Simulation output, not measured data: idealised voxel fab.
process module | voxel capacitor over wiring
cross-section cut | 245 nm wide | cells 5 nm
A cross-section is a grid of square cells, given in bands from the top down. A band is one or more rows of cells.
Each band's line starts with the height of the band's top and of its bottom, in nm. Then come its materials from left to right, each with its width in nm. One material with "throughout" fills the band from edge to edge. "air" is empty space.
Height 0 is the level under which the wafer as received is all one material. The lowest band goes on downwards, as in "0 down".
A width such as "30 to 40" changes by the same amount from each row of cells to the next, from the band's top row to its bottom row.
"no change" after a step means that no cell of the cross-section changed.
closed voids: empty space of 8 cells or more with no open way to the top, each as width x height at its distance from the left edge, in nm
after a step's settings: what the simulator itself notes on the step
overlay nm, on a step with a mask: how far to the right of its planned place the mask lay; to the left if negative
plan
1 op RECEIVE | material Si
2 op CONFORMAL_DEP | material SiO2 | thk nm 10
3 op CONFORMAL_DEP | material SiN | thk nm 5
4 op DIRECTIONAL_DEP | material SiO2 | thk nm 15
5 op PATTERN | tone open | mask id METAL_1 | material resist | width nm 30 | pitch nm 95 | thk nm 20 | overlay nm 0
6 op DIRECTIONAL_ETCH | etch materials SiO2 | depth nm 15
7 op DIRECTIONAL_ETCH | etch materials SiN | depth nm 5
8 op STRIP | etch materials resist
9 op CONFORMAL_DEP | material TiN | thk nm 5
10 op FILL_DEP | material W | thk nm 5
11 op CMP | height nm 30
12 op EPI | material Ru | thk nm 5
13 op FILL_DEP | material SiCN | thk nm 5
14 op DIRECTIONAL_DEP | material lowk | thk nm 20
15 op DIRECTIONAL_DEP | material aC | thk nm 10
16 op PATTERN | tone open | mask id PLUG_1 | material resist | width nm 15 | thk nm 30 | overlay nm 0
17 op DIRECTIONAL_ETCH | etch materials aC | depth nm 10
18 op STRIP | etch materials resist
19 op DIRECTIONAL_ETCH | etch materials lowk | depth nm 20
20 op DIRECTIONAL_ETCH | etch materials SiCN | depth nm 5
21 op STRIP | etch materials aC
22 op EPI | material Ru | thk nm 10
23 op EPI | material Ru | thk nm 10
24 op EPI | material Ru | thk nm 5
25 op DIRECTIONAL_DEP | material TiN | thk nm 5
26 op DIRECTIONAL_DEP | material Al2O3 | thk nm 5
27 op DIRECTIONAL_DEP | material TiN | thk nm 5
28 op PATTERN | tone cover | mask id UPPER_PLATE | material resist | width nm 70 | thk nm 20 | overlay nm 0
29 op DIRECTIONAL_ETCH | etch materials TiN | depth nm 5
30 op DIRECTIONAL_ETCH | etch materials Al2O3 | depth nm 5
31 op STRIP | etch materials resist
32 op DIRECTIONAL_DEP | material aC | thk nm 10
33 op PATTERN | tone cover | mask id LOWER_PLATE | material resist | width nm 80 | thk nm 30 | overlay nm 0
34 op DIRECTIONAL_ETCH | etch materials aC | depth nm 10
35 op STRIP | etch materials resist
36 op DIRECTIONAL_ETCH | etch materials TiN | depth nm 5
37 op STRIP | etch materials aC
38 op FILL_DEP | material SiO2 | thk nm 15
39 op CMP | height nm 85
40 op PATTERN | tone open | mask id PLUG_2 | material resist | width nm 15 | thk nm 15 | overlay nm 0
41 op DIRECTIONAL_ETCH | etch materials SiO2 | depth nm 10
42 op STRIP | etch materials resist
43 op CONFORMAL_DEP | material TiN | thk nm 5
44 op FILL_DEP | material Cu | thk nm 5
45 op CMP | height nm 85
46 op CONFORMAL_DEP | material SiCN | thk nm 5
first wafer, as planned
as received, after step 1
  0 down: Si throughout
  closed voids: none
after step 2
  10 to 0: SiO2 throughout
  below 0: unchanged
after step 3
  15 to 10: SiN throughout
  below 10: unchanged
after step 4
  30 to 15: SiO2 throughout
  below 15: unchanged
after step 5
  50 to 30: resist 60 | air 30 | resist 65 | air 30 | resist 60
  below 30: unchanged
after step 6
  50 to 30: resist 60 | air 30 | resist 65 | air 30 | resist 60
  30 to 15: SiO2 60 | air 30 | SiO2 65 | air 30 | SiO2 60
  below 15: unchanged
after step 7
  50 to 30: resist 60 | air 30 | resist 65 | air 30 | resist 60
  30 to 15: SiO2 60 | air 30 | SiO2 65 | air 30 | SiO2 60
  15 to 10: SiN 60 | air 30 | SiN 65 | air 30 | SiN 60
  below 10: unchanged
after step 8
  30 to 15: SiO2 60 | air 30 | SiO2 65 | air 30 | SiO2 60
  below 15: unchanged
after step 9
  35 to 30: TiN 65 | air 20 | TiN 75 | air 20 | TiN 65
  30 to 15: SiO2 60 | TiN 5 | air 20 | TiN 5 | SiO2 65 | TiN 5 | air 20 | TiN 5 | SiO2 60
  15 to 10: SiN 60 | TiN 30 | SiN 65 | TiN 30 | SiN 60
  below 10: unchanged
after step 10
  40 to 35: W throughout
  35 to 30: TiN 65 | W 20 | TiN 75 | W 20 | TiN 65
  30 to 15: SiO2 60 | TiN 5 | W 20 | TiN 5 | SiO2 65 | TiN 5 | W 20 | TiN 5 | SiO2 60
  below 15: unchanged
after step 11
  30 to 15: SiO2 60 | TiN 5 | W 20 | TiN 5 | SiO2 65 | TiN 5 | W 20 | TiN 5 | SiO2 60
  below 15: unchanged
after step 12
  35 to 30: air 55 | Ru 40 | air 55 | Ru 40 | air 55
  below 30: unchanged
after step 13
  40 to 35: SiCN throughout
  35 to 30: SiCN 55 | Ru 40 | SiCN 55 | Ru 40 | SiCN 55
  below 30: unchanged
after step 14
  60 to 40: lowk throughout
  below 40: unchanged
after step 15
  70 to 60: aC throughout
  below 60: unchanged
after step 16
  100 to 70: resist 75 | air 15 | resist 155
  below 70: unchanged
after step 17
  90 to 70: resist 75 | air 15 | resist 155
  70 to 60: aC 75 | air 15 | aC 155
  below 60: unchanged
after step 18
  70 to 60: aC 75 | air 15 | aC 155
  below 60: unchanged
after step 19
  70 to 60: aC 75 | air 15 | aC 155
  60 to 40: lowk 75 | air 15 | lowk 155
  below 40: unchanged
after step 20
  70 to 60: aC 75 | air 15 | aC 155
  60 to 40: lowk 75 | air 15 | lowk 155
  40 to 35: SiCN 75 | air 15 | SiCN 155
  below 35: unchanged
after step 21
  60 to 40: lowk 75 | air 15 | lowk 155
  below 40: unchanged
after step 22
  60 to 45: lowk 75 | air 15 | lowk 155
  45 to 40: lowk 75 | Ru 15 | lowk 155
  40 to 35: SiCN 75 | Ru 15 | SiCN 155
  below 35: unchanged
after step 23
  60 to 55: lowk 75 | air 15 | lowk 155
  55 to 40: lowk 75 | Ru 15 | lowk 155
  below 40: unchanged
after step 24
  60 to 40: lowk 75 | Ru 15 | lowk 155
  below 40: unchanged
after step 25
  65 to 60: TiN throughout
  below 60: unchanged
after step 26
  70 to 65: Al2O3 throughout
  below 65: unchanged
after step 27
  75 to 70: TiN throughout
  below 70: unchanged
after step 28
  95 to 75: air 75 | resist 70 | air 100
  below 75: unchanged
after step 29
  95 to 75: air 75 | resist 70 | air 100
  75 to 70: air 75 | TiN 70 | air 100
  below 70: unchanged
after step 30
  95 to 75: air 75 | resist 70 | air 100
  75 to 70: air 75 | TiN 70 | air 100
  70 to 65: air 75 | Al2O3 70 | air 100
  below 65: unchanged
after step 31
  75 to 70: air 75 | TiN 70 | air 100
  below 70: unchanged
after step 32
  85 to 75: air 75 | aC 70 | air 100
  75 to 70: aC 75 | TiN 70 | aC 100
  70 to 65: aC 75 | Al2O3 70 | aC 100
  below 65: unchanged
after step 33
  115 to 85: air 70 | resist 80 | air 95
  85 to 75: air 70 | resist 5 | aC 70 | resist 5 | air 95
  below 75: unchanged
after step 34
  105 to 85: air 70 | resist 80 | air 95
  85 to 75: air 70 | resist 5 | aC 70 | resist 5 | air 95
  75 to 70: air 70 | aC 5 | TiN 70 | aC 5 | air 95
  70 to 65: air 70 | aC 5 | Al2O3 70 | aC 5 | air 95
  below 65: unchanged
after step 35
  85 to 75: air 75 | aC 70 | air 100
  below 75: unchanged
after step 36
  85 to 75: air 75 | aC 70 | air 100
  75 to 70: air 70 | aC 5 | TiN 70 | aC 5 | air 95
  70 to 65: air 70 | aC 5 | Al2O3 70 | aC 5 | air 95
  65 to 60: air 70 | TiN 80 | air 95
  below 60: unchanged
after step 37
  75 to 70: air 75 | TiN 70 | air 100
  70 to 65: air 75 | Al2O3 70 | air 100
  below 65: unchanged
after step 38
  90 to 75: SiO2 throughout
  75 to 70: SiO2 75 | TiN 70 | SiO2 100
  70 to 65: SiO2 75 | Al2O3 70 | SiO2 100
  65 to 60: SiO2 70 | TiN 80 | SiO2 95
  below 60: unchanged
after step 39
  85 to 75: SiO2 throughout
  below 75: unchanged
after step 40
  100 to 85: resist 85 | air 15 | resist 145
  below 85: unchanged
after step 41
  100 to 85: resist 85 | air 15 | resist 145
  85 to 75: SiO2 85 | air 15 | SiO2 145
  below 75: unchanged
after step 42
  85 to 75: SiO2 85 | air 15 | SiO2 145
  below 75: unchanged
after step 43
  90 to 85: TiN 90 | air 5 | TiN 150
  85 to 80: SiO2 85 | TiN 5 | air 5 | TiN 5 | SiO2 145
  80 to 70: SiO2 85 to 75 | TiN 15 to 70 | SiO2 145 to 100
  below 70: unchanged
after step 44
  95 to 90: Cu throughout
  90 to 85: TiN 90 | Cu 5 | TiN 150
  85 to 80: SiO2 85 | TiN 5 | Cu 5 | TiN 5 | SiO2 145
  below 80: unchanged
after step 45
  85 to 80: SiO2 85 | TiN 5 | Cu 5 | TiN 5 | SiO2 145
  below 80: unchanged
after step 46
  90 to 85: SiCN throughout
  below 85: unchanged
second wafer: like start, like plan, one mistake. Through step 4 it matches the first wafer
when step 5 should have ended
  50 to 30: air 60 | resist 30 | air 65 | resist 30 | air 60
  below 30: unchanged
when step 6 should have ended
  50 to 30: air 60 | resist 30 | air 65 | resist 30 | air 60
  30 to 15: air 60 | SiO2 30 | air 65 | SiO2 30 | air 60
  below 15: unchanged
when step 7 should have ended
  50 to 30: air 60 | resist 30 | air 65 | resist 30 | air 60
  30 to 15: air 60 | SiO2 30 | air 65 | SiO2 30 | air 60
  15 to 10: air 60 | SiN 30 | air 65 | SiN 30 | air 60
  below 10: unchanged
when step 8 should have ended
  30 to 15: air 60 | SiO2 30 | air 65 | SiO2 30 | air 60
  below 15: unchanged
when step 9 should have ended
  35 to 30: air 55 | TiN 40 | air 55 | TiN 40 | air 55
  30 to 15: air 55 | TiN 5 | SiO2 30 | TiN 5 | air 55 | TiN 5 | SiO2 30 | TiN 5 | air 55
  15 to 10: TiN 60 | SiN 30 | TiN 65 | SiN 30 | TiN 60
  below 10: unchanged
when step 10 should have ended
  40 to 35: W throughout
  35 to 30: W 55 | TiN 40 | W 55 | TiN 40 | W 55
  30 to 15: W 55 | TiN 5 | SiO2 30 | TiN 5 | W 55 | TiN 5 | SiO2 30 | TiN 5 | W 55
  below 15: unchanged
when step 11 should have ended
  30 to 15: W 55 | TiN 5 | SiO2 30 | TiN 5 | W 55 | TiN 5 | SiO2 30 | TiN 5 | W 55
  below 15: unchanged
when step 12 should have ended
  35 to 30: Ru 65 | air 20 | Ru 75 | air 20 | Ru 65
  below 30: unchanged
when step 13 should have ended
  40 to 35: SiCN throughout
  35 to 30: Ru 65 | SiCN 20 | Ru 75 | SiCN 20 | Ru 65
  below 30: unchanged
when step 14 should have ended
  60 to 40: lowk throughout
  below 40: unchanged
when step 15 should have ended
  70 to 60: aC throughout
  below 60: unchanged
when step 16 should have ended
  100 to 70: resist 75 | air 15 | resist 155
  below 70: unchanged
when step 17 should have ended
  90 to 70: resist 75 | air 15 | resist 155
  70 to 60: aC 75 | air 15 | aC 155
  below 60: unchanged
when step 18 should have ended
  70 to 60: aC 75 | air 15 | aC 155
  below 60: unchanged
when step 19 should have ended
  70 to 60: aC 75 | air 15 | aC 155
  60 to 40: lowk 75 | air 15 | lowk 155
  below 40: unchanged
when step 20 should have ended
  70 to 60: aC 75 | air 15 | aC 155
  60 to 40: lowk 75 | air 15 | lowk 155
  40 to 35: SiCN 75 | air 15 | SiCN 155
  below 35: unchanged
when step 21 should have ended
  60 to 40: lowk 75 | air 15 | lowk 155
  below 40: unchanged
when step 22 should have ended
  60 to 45: lowk 75 | air 15 | lowk 155
  45 to 40: lowk 75 | Ru 15 | lowk 155
  40 to 35: SiCN 75 | Ru 15 | SiCN 155
  below 35: unchanged
when step 23 should have ended
  60 to 55: lowk 75 | air 15 | lowk 155
  55 to 40: lowk 75 | Ru 15 | lowk 155
  below 40: unchanged
when step 24 should have ended
  60 to 40: lowk 75 | Ru 15 | lowk 155
  below 40: unchanged
when step 25 should have ended
  65 to 60: TiN throughout
  below 60: unchanged
when step 26 should have ended
  70 to 65: Al2O3 throughout
  below 65: unchanged
when step 27 should have ended
  75 to 70: TiN throughout
  below 70: unchanged
when step 28 should have ended
  95 to 75: air 75 | resist 70 | air 100
  below 75: unchanged
when step 29 should have ended
  95 to 75: air 75 | resist 70 | air 100
  75 to 70: air 75 | TiN 70 | air 100
  below 70: unchanged
when step 30 should have ended
  95 to 75: air 75 | resist 70 | air 100
  75 to 70: air 75 | TiN 70 | air 100
  70 to 65: air 75 | Al2O3 70 | air 100
  below 65: unchanged
when step 31 should have ended
  75 to 70: air 75 | TiN 70 | air 100
  below 70: unchanged
when step 32 should have ended
  85 to 75: air 75 | aC 70 | air 100
  75 to 70: aC 75 | TiN 70 | aC 100
  70 to 65: aC 75 | Al2O3 70 | aC 100
  below 65: unchanged
when step 33 should have ended
  115 to 85: air 70 | resist 80 | air 95
  85 to 75: air 70 | resist 5 | aC 70 | resist 5 | air 95
  below 75: unchanged
when step 34 should have ended
  105 to 85: air 70 | resist 80 | air 95
  85 to 75: air 70 | resist 5 | aC 70 | resist 5 | air 95
  75 to 70: air 70 | aC 5 | TiN 70 | aC 5 | air 95
  70 to 65: air 70 | aC 5 | Al2O3 70 | aC 5 | air 95
  below 65: unchanged
when step 35 should have ended
  85 to 75: air 75 | aC 70 | air 100
  below 75: unchanged
when step 36 should have ended
  85 to 75: air 75 | aC 70 | air 100
  75 to 70: air 70 | aC 5 | TiN 70 | aC 5 | air 95
  70 to 65: air 70 | aC 5 | Al2O3 70 | aC 5 | air 95
  65 to 60: air 70 | TiN 80 | air 95
  below 60: unchanged
when step 37 should have ended
  75 to 70: air 75 | TiN 70 | air 100
  70 to 65: air 75 | Al2O3 70 | air 100
  below 65: unchanged
when step 38 should have ended
  90 to 75: SiO2 throughout
  75 to 70: SiO2 75 | TiN 70 | SiO2 100
  70 to 65: SiO2 75 | Al2O3 70 | SiO2 100
  65 to 60: SiO2 70 | TiN 80 | SiO2 95
  below 60: unchanged
when step 39 should have ended
  85 to 75: SiO2 throughout
  below 75: unchanged
when step 40 should have ended
  100 to 85: resist 85 | air 15 | resist 145
  below 85: unchanged
when step 41 should have ended
  100 to 85: resist 85 | air 15 | resist 145
  85 to 75: SiO2 85 | air 15 | SiO2 145
  below 75: unchanged
when step 42 should have ended
  85 to 75: SiO2 85 | air 15 | SiO2 145
  below 75: unchanged
when step 43 should have ended
  90 to 85: TiN 90 | air 5 | TiN 150
  85 to 80: SiO2 85 | TiN 5 | air 5 | TiN 5 | SiO2 145
  80 to 70: SiO2 85 to 75 | TiN 15 to 70 | SiO2 145 to 100
  below 70: unchanged
when step 44 should have ended
  95 to 90: Cu throughout
  90 to 85: TiN 90 | Cu 5 | TiN 150
  85 to 80: SiO2 85 | TiN 5 | Cu 5 | TiN 5 | SiO2 145
  below 80: unchanged
when step 45 should have ended
  85 to 80: SiO2 85 | TiN 5 | Cu 5 | TiN 5 | SiO2 145
  below 80: unchanged
when step 46 should have ended
  90 to 85: SiCN throughout
  below 85: unchanged
what went wrong: step 5 ran as: op PATTERN | tone cover | mask id METAL_1 | material resist | width nm 30 | pitch nm 95 | thk nm 20 | overlay nm 0
at the end the second wafer has, in cells: 25 more of Ru | 25 fewer of SiCN | 25 fewer of SiN | 75 fewer of SiO2 | 25 more of TiN | 75 more of W
